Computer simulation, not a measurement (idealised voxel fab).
The process module that follows is named voxel self aligned contacts.
Cross-sectional view cut (width: 250 nm; square cell size: 5 nm).
A cross-section in this document is a grid of square cells, and it is written down as bands, the top band listed before the ones below it; a band is made up of one or more rows of cells. Within each band entry, the heights of the top and of the bottom of the band appear first, in that order and in nm; the materials of the band then follow from left to right, each with its corresponding width in nm. The designation "throughout" on a single material indicates that it fills the band from edge to edge; the designation "air" indicates empty space. All heights in this document are referenced to 0, defined as the level beneath which the wafer, as received, consists entirely of one material. The lowest band is not bounded below; it extends indefinitely downward and is written in the form "0 -> down". Width: "30..40" (first number = top row, second number = bottom row, same change from row to row of cells). Basically "all unchanged" means that step didn't change any cell in the cross-section. What "Encapsulated voids" gives you is every empty space of 8 cells or more that is cut off from the top. Each appears as width x height at distance, with the distance taken from the left edge and width, height and distance all in nm. Anything after a step's settings on that line? It's the simulator's own note about the step. You can add "overlay nm" to a step's line. For a step with a mask, it describes how far the mask lay to the right of its planned position, and a negative number describes a lay to the left.
-- The planned process steps are enumerated hereunder
| 1 | RECEIVE (material Si) |
| 2 | CONFORMAL_DEP (material SiO2; thk nm 5) |
| 3 | DIRECTIONAL_DEP (material polySi; thk nm 20) |
| 4 | DIRECTIONAL_DEP (material SiN; thk nm 20) |
| 5 | PATTERN (tone cover; mask id GATE; material resist; width nm 25; pitch nm 70; thk nm 20; overlay nm 0) |
| 6 | DIRECTIONAL_ETCH (etch materials SiN; depth nm 20) |
| 7 | DIRECTIONAL_ETCH (etch materials polySi; depth nm 20) |
| 8 | STRIP (etch materials resist) |
| 9 | CONFORMAL_DEP (material SiN; thk nm 10) |
| 10 | DIRECTIONAL_ETCH (etch materials SiN; depth nm 10) |
| 11 | FILL_DEP (material SiO2; thk nm 15) |
| 12 | CMP (height nm 55) |
| 13 | PATTERN (tone open; mask id CONTACT; material resist; width nm 55; pitch nm 70; thk nm 15; overlay nm 0) |
| 14 | DIRECTIONAL_ETCH (etch materials SiO2; depth nm 55) |
| 15 | STRIP (etch materials resist) |
| 16 | CONFORMAL_DEP (material TiN; thk nm 5) |
| 17 | FILL_DEP (material W; thk nm 5) |
| 18 | CMP (height nm 55) |
| 19 | CONFORMAL_DEP (material SiN; thk nm 5) |
-- First of two wafers, processed according to plan
-- Shown in cross-section is the wafer as received, that is, as it stands after step 1
* 0 -> down  Si throughout
* Encapsulated voids: none
-- After step 2: wafer cross-section
* 5 -> 0  SiO2 throughout
* Beneath the level 0, the cross-section is identical to its previous state.
-- After step 3: wafer cross-section
* 25 -> 5  polySi throughout
* Beneath the level 5, the cross-section is identical to its previous state.
-- After step 4: wafer cross-section
* 45 -> 25  SiN throughout
* Beneath the level 25, the cross-section is identical to its previous state.
-- After step 5: wafer cross-section
* 65 -> 45  air 40, then resist 25, then air 45, then resist 25, then air 45, then resist 25, then air 45
* Beneath the level 45, the cross-section is identical to its previous state.
-- After step 6: wafer cross-section
* 65 -> 45  air 40, then resist 25, then air 45, then resist 25, then air 45, then resist 25, then air 45
* 45 -> 25  air 40, then SiN 25, then air 45, then SiN 25, then air 45, then SiN 25, then air 45
* Beneath the level 25, the cross-section is identical to its previous state.
-- After step 7: wafer cross-section
* 65 -> 45  air 40, then resist 25, then air 45, then resist 25, then air 45, then resist 25, then air 45
* 45 -> 25  air 40, then SiN 25, then air 45, then SiN 25, then air 45, then SiN 25, then air 45
* 25 -> 5  air 40, then polySi 25, then air 45, then polySi 25, then air 45, then polySi 25, then air 45
* Beneath the level 5, the cross-section is identical to its previous state.
-- After step 8: wafer cross-section
* 45 -> 25  air 40, then SiN 25, then air 45, then SiN 25, then air 45, then SiN 25, then air 45
* Beneath the level 25, the cross-section is identical to its previous state.
-- After step 9: wafer cross-section
* 55 -> 25  air 30, then SiN 45, then air 25, then SiN 45, then air 25, then SiN 45, then air 35
* 25 -> 15  air 30, then SiN 10, then polySi 25, then SiN 10, then air 25, then SiN 10, then polySi 25, then SiN 10, then air 25, then SiN 10, then polySi 25, then SiN 10, then air 35
* 15 -> 5  SiN 40, then polySi 25, then SiN 45, then polySi 25, then SiN 45, then polySi 25, then SiN 45
* Beneath the level 5, the cross-section is identical to its previous state.
-- After step 10: wafer cross-section
* 45 -> 25  air 30, then SiN 45, then air 25, then SiN 45, then air 25, then SiN 45, then air 35
* 25 -> 5  air 30, then SiN 10, then polySi 25, then SiN 10, then air 25, then SiN 10, then polySi 25, then SiN 10, then air 25, then SiN 10, then polySi 25, then SiN 10, then air 35
* Beneath the level 5, the cross-section is identical to its previous state.
-- After step 11: wafer cross-section
* 60 -> 45  SiO2 throughout
* 45 -> 25  SiO2 30, then SiN 45, then SiO2 25, then SiN 45, then SiO2 25, then SiN 45, then SiO2 35
* 25 -> 5  SiO2 30, then SiN 10, then polySi 25, then SiN 10, then SiO2 25, then SiN 10, then polySi 25, then SiN 10, then SiO2 25, then SiN 10, then polySi 25, then SiN 10, then SiO2 35
* Beneath the level 5, the cross-section is identical to its previous state.
-- After step 12: wafer cross-section
* 55 -> 45  SiO2 throughout
* Beneath the level 45, the cross-section is identical to its previous state.
-- After step 13: wafer cross-section
* 70 -> 55  resist 60, then air 55, then resist 15, then air 55, then resist 65
* Beneath the level 55, the cross-section is identical to its previous state.
-- After step 14: wafer cross-section
* 70 -> 55  resist 60, then air 55, then resist 15, then air 55, then resist 65
* 55 -> 45  SiO2 60, then air 55, then SiO2 15, then air 55, then SiO2 65
* 45 -> 25  SiO2 30, then SiN 45, then air 25, then SiN 45, then air 25, then SiN 45, then SiO2 35
* 25 -> 5  SiO2 30, then SiN 10, then polySi 25, then SiN 10, then air 25, then SiN 10, then polySi 25, then SiN 10, then air 25, then SiN 10, then polySi 25, then SiN 10, then SiO2 35
* 5 -> 0  SiO2 75, then air 25, then SiO2 45, then air 25, then SiO2 80
* Beneath the level 0, the cross-section is identical to its previous state.
-- After step 15: wafer cross-section
* 55 -> 45  SiO2 60, then air 55, then SiO2 15, then air 55, then SiO2 65
* Beneath the level 45, the cross-section is identical to its previous state.
-- After step 16: wafer cross-section
* 60 -> 55  TiN 65, then air 45, then TiN 25, then air 45, then TiN 70
* 55 -> 45  SiO2 60, then TiN 5..20, then air 45..15, then TiN 5..20, then SiO2 15, then TiN 5..20, then air 45..15, then TiN 5..20, then SiO2 65
* 45 -> 25  SiO2 30, then SiN 45, then TiN 5, then air 15, then TiN 5, then SiN 45, then TiN 5, then air 15, then TiN 5, then SiN 45, then SiO2 35
* 25 -> 5  SiO2 30, then SiN 10, then polySi 25, then SiN 10, then TiN 5, then air 15, then TiN 5, then SiN 10, then polySi 25, then SiN 10, then TiN 5, then air 15, then TiN 5, then SiN 10, then polySi 25, then SiN 10, then SiO2 35
* 5 -> 0  SiO2 75, then TiN 25, then SiO2 45, then TiN 25, then SiO2 80
* Beneath the level 0, the cross-section is identical to its previous state.
-- After step 17: wafer cross-section
* 65 -> 60  W throughout
* 60 -> 55  TiN 65, then W 45, then TiN 25, then W 45, then TiN 70
* 55 -> 45  SiO2 60, then TiN 5..20, then W 45..15, then TiN 5..20, then SiO2 15, then TiN 5..20, then W 45..15, then TiN 5..20, then SiO2 65
* 45 -> 25  SiO2 30, then SiN 45, then TiN 5, then W 15, then TiN 5, then SiN 45, then TiN 5, then W 15, then TiN 5, then SiN 45, then SiO2 35
* 25 -> 5  SiO2 30, then SiN 10, then polySi 25, then SiN 10, then TiN 5, then W 15, then TiN 5, then SiN 10, then polySi 25, then SiN 10, then TiN 5, then W 15, then TiN 5, then SiN 10, then polySi 25, then SiN 10, then SiO2 35
* Beneath the level 5, the cross-section is identical to its previous state.
-- After step 18: wafer cross-section
* 55 -> 45  SiO2 60, then TiN 5..20, then W 45..15, then TiN 5..20, then SiO2 15, then TiN 5..20, then W 45..15, then TiN 5..20, then SiO2 65
* Beneath the level 45, the cross-section is identical to its previous state.
-- After step 19: wafer cross-section
* 60 -> 55  SiN throughout
* Beneath the level 55, the cross-section is identical to its previous state.
-- It is to be noted that the second wafer proceeded from the same initial state and according to the same plan as the first, although one mistake was committed in its execution; through step 1, inclusive, the two wafers share an identical history
-- Planned end of step 2: second wafer, cross-section
* 20 -> 0  polySi throughout
* Beneath the level 0, the cross-section is identical to its previous state.
-- Planned end of step 3: second wafer, cross-section
* 25 -> 20  SiO2 throughout
* Beneath the level 20, the cross-section is identical to its previous state.
-- Planned end of step 4: second wafer, cross-section
* 45 -> 25  SiN throughout
* Beneath the level 25, the cross-section is identical to its previous state.
-- Planned end of step 5: second wafer, cross-section
* 65 -> 45  air 40, then resist 25, then air 45, then resist 25, then air 45, then resist 25, then air 45
* Beneath the level 45, the cross-section is identical to its previous state.
-- Planned end of step 6: second wafer, cross-section
* 65 -> 45  air 40, then resist 25, then air 45, then resist 25, then air 45, then resist 25, then air 45
* 45 -> 25  air 40, then SiN 25, then air 45, then SiN 25, then air 45, then SiN 25, then air 45
* Beneath the level 25, the cross-section is identical to its previous state.
Planned end of step 7: second wafer, cross-section: all unchanged
-- Planned end of step 8: second wafer, cross-section
* 45 -> 25  air 40, then SiN 25, then air 45, then SiN 25, then air 45, then SiN 25, then air 45
* Beneath the level 25, the cross-section is identical to its previous state.
-- Planned end of step 9: second wafer, cross-section
* 55 -> 35  air 30, then SiN 45, then air 25, then SiN 45, then air 25, then SiN 45, then air 35
* 35 -> 25  SiN throughout
* Beneath the level 25, the cross-section is identical to its previous state.
-- Planned end of step 10: second wafer, cross-section
* 45 -> 25  air 30, then SiN 45, then air 25, then SiN 45, then air 25, then SiN 45, then air 35
* Beneath the level 25, the cross-section is identical to its previous state.
-- Planned end of step 11: second wafer, cross-section
* 60 -> 45  SiO2 throughout
* 45 -> 25  SiO2 30, then SiN 45, then SiO2 25, then SiN 45, then SiO2 25, then SiN 45, then SiO2 35
* Beneath the level 25, the cross-section is identical to its previous state.
-- Planned end of step 12: second wafer, cross-section
* 55 -> 45  SiO2 throughout
* Beneath the level 45, the cross-section is identical to its previous state.
-- Planned end of step 13: second wafer, cross-section
* 70 -> 55  resist 60, then air 55, then resist 15, then air 55, then resist 65
* Beneath the level 55, the cross-section is identical to its previous state.
-- Planned end of step 14: second wafer, cross-section
* 70 -> 55  resist 60, then air 55, then resist 15, then air 55, then resist 65
* 55 -> 45  SiO2 60, then air 55, then SiO2 15, then air 55, then SiO2 65
* 45 -> 25  SiO2 30, then SiN 45, then air 25, then SiN 45, then air 25, then SiN 45, then SiO2 35
* 25 -> 20  SiO2 75, then air 25, then SiO2 45, then air 25, then SiO2 80
* Beneath the level 20, the cross-section is identical to its previous state.
-- Planned end of step 15: second wafer, cross-section
* 55 -> 45  SiO2 60, then air 55, then SiO2 15, then air 55, then SiO2 65
* Beneath the level 45, the cross-section is identical to its previous state.
-- Planned end of step 16: second wafer, cross-section
* 60 -> 55  TiN 65, then air 45, then TiN 25, then air 45, then TiN 70
* 55 -> 45  SiO2 60, then TiN 5..20, then air 45..15, then TiN 5..20, then SiO2 15, then TiN 5..20, then air 45..15, then TiN 5..20, then SiO2 65
* 45 -> 25  SiO2 30, then SiN 45, then TiN 5, then air 15, then TiN 5, then SiN 45, then TiN 5, then air 15, then TiN 5, then SiN 45, then SiO2 35
* 25 -> 20  SiO2 75, then TiN 25, then SiO2 45, then TiN 25, then SiO2 80
* Beneath the level 20, the cross-section is identical to its previous state.
-- Planned end of step 17: second wafer, cross-section
* 65 -> 60  W throughout
* 60 -> 55  TiN 65, then W 45, then TiN 25, then W 45, then TiN 70
* 55 -> 45  SiO2 60, then TiN 5..20, then W 45..15, then TiN 5..20, then SiO2 15, then TiN 5..20, then W 45..15, then TiN 5..20, then SiO2 65
* 45 -> 25  SiO2 30, then SiN 45, then TiN 5, then W 15, then TiN 5, then SiN 45, then TiN 5, then W 15, then TiN 5, then SiN 45, then SiO2 35
* Beneath the level 25, the cross-section is identical to its previous state.
-- Planned end of step 18: second wafer, cross-section
* 55 -> 45  SiO2 60, then TiN 5..20, then W 45..15, then TiN 5..20, then SiO2 15, then TiN 5..20, then W 45..15, then TiN 5..20, then SiO2 65
* Beneath the level 45, the cross-section is identical to its previous state.
-- Planned end of step 19: second wafer, cross-section
* 60 -> 55  SiN throughout
* Beneath the level 55, the cross-section is identical to its previous state.
What was the processing mistake? steps 2 and 3 swapped
It is noted that, at the conclusion of processing, the second wafer exhibits a higher or lower cell count for certain materials relative to the first: SiN: 48 fewer, SiO2: 52 fewer, TiN: 16 fewer, W: 24 fewer, polySi: 140 more
